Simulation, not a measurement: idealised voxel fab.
Process module in this document: voxel double patterning
Square cells of 5 nm make up the cross-section cut, whose width is 255 nm.
If you're reading a cross-section in this doc, picture square cells in a grid; it comes to you as bands, top ones listed first down to the bottom, and a band can be one or more rows of cells.
Look at the band entry: it leads with the top's height and the bottom's height in nm. Then it lists the materials left to right, with a width in nm for each. The word "full width" on a single material says that material fills the band edge to edge. The word "air" is empty space.
All heights in this document are referenced to 0, defined as the level beneath which the wafer, as received, consists entirely of one material. The lowest band is not bounded below; it extends indefinitely downward and is written in the form "0 -> down".
It should be noted that a width expressed as "30 to 40" varies in equal increments from row to row of cells within the band, taking the value of the first number at the top row and that of the second number at the bottom row.
Step note "nothing got changed" = no cross-section cell changed.
Any empty space of 8 cells or more lacking an open way to the top shows up in "Closed void inventory" as width x height at distance, distance from the left edge, in nm.
Read whatever lies past the settings on a step's line as the simulator's own remark about the step.
overlay nm: where the mask lay relative to plan, measured to the right, on steps with a mask; negatives go left.
Process steps (planned):
1) RECEIVE [material Si]
2) CONFORMAL_DEP [material SiO2] [thk nm 5]
3) DIRECTIONAL_DEP [material TiN] [thk nm 10]
4) DIRECTIONAL_DEP [material SiCN] [thk nm 5]
5) PATTERN [tone open] [mask id FIRST] [material resist] [width nm 15] [pitch nm 50] [thk nm 15] [overlay nm -15]
6) DIRECTIONAL_ETCH [etch materials SiCN] [depth nm 5]
7) STRIP [etch materials resist]
8) MASKED_ETCH [tone open] [mask id SECOND] [width nm 15] [etch materials SiCN] [depth nm 5] [overlay nm 0]
9) DIRECTIONAL_ETCH [etch materials TiN] [depth nm 10]
10) STRIP [etch materials SiCN]
The overlay nm used in step 5 is not the same on every wafer, whereas the starting condition is; the value printed in the plan is the first wafer's.
Cut through the first of several wafers as received, post step 1:
> 0 -> down | Si full width
> Closed void inventory: none
End-of-module cross-section, first of several wafers, after last step 10:
> 15 -> 5 | TiN=80 | air=15 | TiN=25 | air=25 | TiN=110
> 5 -> 0 | SiO2 full width
> 0 -> down | Si full width
> Closed void inventory: none
A cross-section through the last wafer at the close of the module:
> 15 -> 5 | TiN=110 | air=25 | TiN=25 | air=15 | TiN=80
> 5 -> 0 | SiO2 full width
> 0 -> down | Si full width
> Closed void inventory: none
Basically each wafer gets a line in the table, showing it at the end of the module: material by material, the cells it gained (+) or lost (-) since we got it, then its closed voids:
overlay nm -15 | +51 SiO2 | +86 TiN | Closed void inventory: none
overlay nm -10 | +51 SiO2 | +84 TiN | Closed void inventory: none
overlay nm -5 | +51 SiO2 | +84 TiN | Closed void inventory: none
overlay nm 0 | +51 SiO2 | +84 TiN | Closed void inventory: none
overlay nm 5 | +51 SiO2 | +84 TiN | Closed void inventory: none
overlay nm 10 | +51 SiO2 | +84 TiN | Closed void inventory: none
overlay nm 15 | +51 SiO2 | +86 TiN | Closed void inventory: none
